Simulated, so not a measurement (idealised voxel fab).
process module | voxel wiring stack
We display cut, a cross-section 270 nm in width whose square cells are each 5 nm.
We lay out every cross-section as a grid of square cells and spell it out in bands from the top down, where one band means one or more rows of cells. This entry defines a band. It first specifies the height of the band's top and the height of its bottom in nm, and then specifies the band's materials from left to right, stating each material with its width in nm. The word "full width" identifies a single material that fills the band from edge to edge, while the word "empty" identifies empty space. Counting heights begins at 0, where everything beneath is, in the wafer as received, one material. The lowest band has no bottom; it goes on downwards, as "0 down" shows. So if you see something like "30..40" for the width, read it as the top row of the band sitting at the first number and the bottom row at the second, with every row in between moving by the same amount as the last. Any step labelled "left unchanged" changed none of the cells in the cross-section. The list in "Enclosed void catalog" covers empty spaces of 8 cells or more that cannot reach the top through any open way, and it gives each as width x height at distance; the distance is from the left edge, and width, height and distance are in nm. after a step's settings: what the simulator itself notes on the step. Among the settings permitted on a step's line is "overlay nm"; applied to a step with a mask, it specifies the extent to which the mask lay to the right of its planned position, whereas a negative figure signifies a position to the left.

# Process steps foreseen in the plan
1: RECEIVE, material Si
2: CONFORMAL_DEP, material SiO2, thk nm 15
3: CONFORMAL_DEP, material SiN, thk nm 5
4: DIRECTIONAL_DEP, material SiO2, thk nm 15
5: PATTERN, tone open, mask id METAL_1, material resist, width nm 30, pitch nm 50, thk nm 20, overlay nm 0
6: DIRECTIONAL_ETCH, etch materials SiO2, depth nm 15
7: DIRECTIONAL_ETCH, etch materials SiN, depth nm 5
8: STRIP, etch materials resist
9: CONFORMAL_DEP, material TiN, thk nm 5
10: FILL_DEP, material Cu, thk nm 10
11: CMP, height nm 35
12: CONFORMAL_DEP, material SiCN, thk nm 5
13: DIRECTIONAL_DEP, material lowk, thk nm 25
14: MASKED_ETCH, tone open, mask id METAL_2_HOLES, width nm 15, etch materials lowk, depth nm 25, overlay nm 0
15: DIRECTIONAL_DEP, material aC, thk nm 10
16: PATTERN, tone open, mask id METAL_2, material resist, width nm 30, pitch nm 50, thk nm 25, overlay nm 0
17: DIRECTIONAL_ETCH, etch materials aC, depth nm 10
18: STRIP, etch materials resist
19: DIRECTIONAL_ETCH, etch materials lowk, depth nm 15
20: DIRECTIONAL_ETCH, etch materials SiCN, depth nm 5
21: STRIP, etch materials aC
22: CONFORMAL_DEP, material TiN, thk nm 5
23: FILL_DEP, material Ru, thk nm 5
24: CMP, height nm 65
25: CONFORMAL_DEP, material SiCN, thk nm 5
26: DIRECTIONAL_DEP, material SiO2, thk nm 10
27: MASKED_ETCH, tone open, mask id PLUG_2, width nm 15, etch materials SiO2, depth nm 10, overlay nm 0
28: MASKED_ETCH, tone open, mask id PLUG_2, width nm 15, etch materials SiCN, depth nm 5, overlay nm 0
29: CONFORMAL_DEP, material TiN, thk nm 5
30: FILL_DEP, material Ru, thk nm 5
31: CMP, height nm 80
32: CONFORMAL_DEP, material SiN, thk nm 5
33: DIRECTIONAL_DEP, material SiO2, thk nm 20
34: MASKED_ETCH, tone open, mask id METAL_3, width nm 30, pitch nm 50, etch materials SiO2, depth nm 20, overlay nm 0
35: MASKED_ETCH, tone open, mask id METAL_3, width nm 30, pitch nm 50, etch materials SiN, depth nm 5, overlay nm 0
36: CONFORMAL_DEP, material TiN, thk nm 5
37: FILL_DEP, material Ru, thk nm 5
38: CMP, height nm 105
39: CONFORMAL_DEP, material SiN, thk nm 5

# So this is the incoming wafer in cross-section - it's already been through step 1
	0 down  Si full width
	Enclosed void catalog: none

# Cross-section taken at module completion on the first of two wafers; processed per the plan
	110 to 105  SiN full width
	105 to 85  95 SiO2 | 5 TiN | 20 Ru | 5 TiN | 20 SiO2 | 5 TiN | 20 Ru | 5 TiN | 95 SiO2
	85 to 80  95 SiN | 30 TiN | 20 SiN | 30 TiN | 95 SiN
	80 to 70  95 SiO2 | 5 TiN | 5 Ru | 5 TiN | 160 SiO2
	70 to 65  95 SiCN | 15 TiN | 160 SiCN
	65 to 55  95 lowk | 5 TiN | 20 Ru | 5 TiN | 20 lowk | 5 TiN | 20 Ru | 5 TiN | 95 lowk
	55 to 50  95 lowk | 5 TiN | 5 Ru | 20 TiN | 20 lowk | 30 TiN | 95 lowk
	50 to 40  95 lowk | 5 TiN | 5 Ru | 5 TiN | 160 lowk
	40 to 35  95 SiCN | 15 TiN | 160 SiCN
	35 to 20  95 SiO2 | 5 TiN | 20 Cu | 5 TiN | 20 SiO2 | 5 TiN | 20 Cu | 5 TiN | 95 SiO2
	20 to 15  95 SiN | 30 TiN | 20 SiN | 30 TiN | 95 SiN
	15 to 0  SiO2 full width
	0 down  Si full width
	Enclosed void catalog: none

# Second wafer through the module, sectioned at the end: same beginning and same plan as the first wafer, with one mistake in carrying it out
	110 to 105  SiN full width
	105 to 85  95 SiO2 | 5 TiN | 20 Ru | 5 TiN | 20 SiO2 | 5 TiN | 20 Ru | 5 TiN | 95 SiO2
	85 to 80  95 SiN | 30 TiN | 20 SiN | 30 TiN | 95 SiN
	80 to 75  95 SiO2 | 5 TiN | 5 Ru | 5 TiN | 160 SiO2
	75 to 70  95 SiO2 | 15 TiN | 160 SiO2
	70 to 65  TiN full width
	65 to 55  95 lowk | 5 TiN | 20 Ru | 5 TiN | 20 lowk | 5 TiN | 20 Ru | 5 TiN | 95 lowk
	55 to 50  95 lowk | 5 TiN | 5 Ru | 20 TiN | 20 lowk | 30 TiN | 95 lowk
	50 to 40  95 lowk | 5 TiN | 5 Ru | 5 TiN | 160 lowk
	40 to 35  95 SiCN | 15 TiN | 160 SiCN
	35 to 20  95 SiO2 | 5 TiN | 20 Cu | 5 TiN | 20 SiO2 | 5 TiN | 20 Cu | 5 TiN | 95 SiO2
	20 to 15  95 SiN | 30 TiN | 20 SiN | 30 TiN | 95 SiN
	15 to 0  SiO2 full width
	0 down  Si full width
	Enclosed void catalog: none
Misprocessing identified: step 25 off recipe, ran as CONFORMAL_DEP, material TiN, thk nm 5
Materials where the second wafer ends with more or fewer cells than the first: 1 fewer of Ru, 51 fewer of SiCN, 52 more of TiN
